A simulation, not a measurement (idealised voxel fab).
Herein follows the process module entitled voxel ribs on slabs.
The cross-section shown here is cut; it is 190 nm wide and divided into square cells measuring 5 nm on a side.
Square cells in a grid make up a cross-section in this document, and the grid is given as bands, listed from the top down, each one or more rows of cells. Per band: top height and bottom height in nm, followed by the left-to-right materials and their widths in nm; "all across" marks a single material spanning edge to edge, "blank" marks empty space. Basically, 0 is our baseline, since under it the wafer straight out of the box is all one material. The bottom band has no lower end and keeps on going down, so it looks like "from 0 down". Think of "30..40" as a width that walks from the first number to the second as you go down the band, top row to bottom row, taking equal-sized steps from row to row. Key: "same as before" - step with no changed cell in the cross-section. "Closed void listing" - sealed voids, min. 8 cells, no opening to top; format: width x height at distance (distance from left edge; nm throughout). Read whatever lies past the settings on a step's line as the simulator's own remark about the step. Each step line may optionally specify "overlay nm", which for a step with a mask gives the rightward distance between the mask's planned place and where it lay, a negative value indicating the leftward direction.
List of planned process steps:
1,RECEIVE,material Si
2,DIRECTIONAL_DEP,material SiO2,thk nm 20
3,DIRECTIONAL_DEP,material polySi,thk nm 5
4,MASKED_ETCH,tone cover,mask id RIB,width nm 30,etch materials polySi,depth nm 5,overlay nm 0
5,DIRECTIONAL_DEP,material aC,thk nm 15
6,PATTERN,tone cover,mask id SLAB,material resist,width nm 70,thk nm 30,overlay nm 0
7,DIRECTIONAL_ETCH,etch materials aC,depth nm 15
8,STRIP,etch materials resist
9,DIRECTIONAL_ETCH,etch materials polySi,depth nm 10
10,STRIP,etch materials aC
11,FILL_DEP,material SiO2,thk nm 30
12,CMP,height nm 55
13,DIRECTIONAL_DEP,material W,thk nm 10
14,PATTERN,tone cover,mask id HEATER,material resist,width nm 40,thk nm 20,overlay nm 0
15,DIRECTIONAL_ETCH,etch materials W,depth nm 10
16,STRIP,etch materials resist
17,CONFORMAL_DEP,material SiN,thk nm 5
Across this set of wafers, the varied parameter is the thk nm of step 3. Starting conditions are identical for every wafer, and the plan reports the value assigned to the first wafer.
Cut through the first of several wafers as received, post step 1:
- from 0 down | Si all across
- Closed void listing: none
At the end of the module, after its last step, step 17, the first of several wafers appears in cross-section as follows:
- from 70 to 65 | blank 70 nm  SiN 50 nm  blank 70 nm
- from 65 to 60 | blank 70 nm  SiN 5 nm  W 40 nm  SiN 5 nm  blank 70 nm
- from 60 to 55 | SiN 75 nm  W 40 nm  SiN 75 nm
- from 55 to 25 | SiO2 all across
- from 25 to 20 | SiO2 80 nm  polySi 30 nm  SiO2 80 nm
- from 20 to 0 | SiO2 all across
- from 0 down | Si all across
- Closed void listing: none
The final wafer, sectioned at module end:
- from 70 to 65 | blank 70 nm  SiN 50 nm  blank 70 nm
- from 65 to 60 | blank 70 nm  SiN 5 nm  W 40 nm  SiN 5 nm  blank 70 nm
- from 60 to 55 | SiN 75 nm  W 40 nm  SiN 75 nm
- from 55 to 50 | SiO2 all across
- from 50 to 45 | SiO2 80 nm  polySi 30 nm  SiO2 80 nm
- from 45 to 35 | SiO2 60 nm  polySi 70 nm  SiO2 60 nm
- from 35 to 20 | polySi all across
- from 20 to 0 | SiO2 all across
- from 0 down | Si all across
- Closed void listing: none
Per-wafer rows below. For each material: cells gained (+) or lost (-) since the wafer was received, as of end of module. Then: closed voids:
thk nm 5, +42 SiN, +412 SiO2, +16 W, +6 polySi, Closed void listing: none
thk nm 10, +42 SiN, +398 SiO2, +16 W, +20 polySi, Closed void listing: none
thk nm 15, +42 SiN, +384 SiO2, +16 W, +34 polySi, Closed void listing: none
thk nm 20, +42 SiN, +346 SiO2, +16 W, +72 polySi, Closed void listing: none
thk nm 25, +42 SiN, +308 SiO2, +16 W, +110 polySi, Closed void listing: none
thk nm 30, +42 SiN, +270 SiO2, +16 W, +148 polySi, Closed void listing: none
